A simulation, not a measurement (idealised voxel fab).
Presented below is a process module, voxel trench capacitor.
Cross-section cut spans 300 nm and uses square cells 5 nm in size.
Throughout this document, each cross-section is represented as a grid of square cells and is presented as a sequence of bands enumerated from the top downward, where a band comprises one or more rows of cells.
Band: top height; bottom height; in nm. Then, left to right: material with width in nm, for each material. "throughout": a single material spanning edge to edge. "empty": empty space.
A quick word on heights: they are counted from 0, and under that level the wafer as it came to us is one material throughout. The lowest band is different from the rest in having no bottom; it simply continues downward, written as in "from 0 down".
The width entry "30->40" should be interpreted row by row: the top row of cells in the band takes the first number, the bottom row takes the second number, and the change between adjacent rows is uniform throughout.
Basically "nothing changed" means that step didn't change any cell in the cross-section.
You'll see "Cavities, sealed" listing empty spaces that have no way open to the top, as long as they're 8 cells or more; the notation is width x height at distance, where the distance is from the left edge, and all of it is in nm.
What comes after the settings on a step's line is commentary from the simulator itself on that step.
Regarding "overlay nm": on a step with a mask, it is the distance the mask lay to the right of its planned place; a negative value places it to the left.

These are the steps we planned for the process:
- 1: RECEIVE: material Si
- 2: CONFORMAL_DEP: material SiN, thk nm 10
- 3: PATTERN: tone open, mask id TRENCH, material resist, width nm 30, pitch nm 60, thk nm 15, overlay nm 0
- 4: DIRECTIONAL_ETCH: etch materials SiN, depth nm 10
- 5: DIRECTIONAL_ETCH: etch materials Si, depth nm 30
- 6: STRIP: etch materials resist
- 7: CONFORMAL_DEP: material HfO2, thk nm 5
- 8: CONFORMAL_DEP: material TiN, thk nm 5
- 9: FILL_DEP: material W, thk nm 10
- 10: CMP: height nm 10
It is noted that the wafers described herein are identical at the outset and are distinguished by the thk nm of step 7; the value stated in the plan corresponds to the first wafer.

Cut through the first of several wafers as received, post step 1:
    from 0 down = Si throughout
    Cavities, sealed: none

Per wafer, end of module: cells gained (+) or lost (-) per material since receipt, then closed voids:
thk nm 5; +80 HfO2; -144 Si; +72 SiN; +64 TiN; +48 W; Cavities, sealed: none
thk nm 10; +144 HfO2; -144 Si; +72 SiN; +48 TiN; Cavities, sealed: none
thk nm 15; +192 HfO2; -144 Si; +72 SiN; Cavities, sealed: none
thk nm 20; +192 HfO2; -144 Si; +72 SiN; Cavities, sealed: none
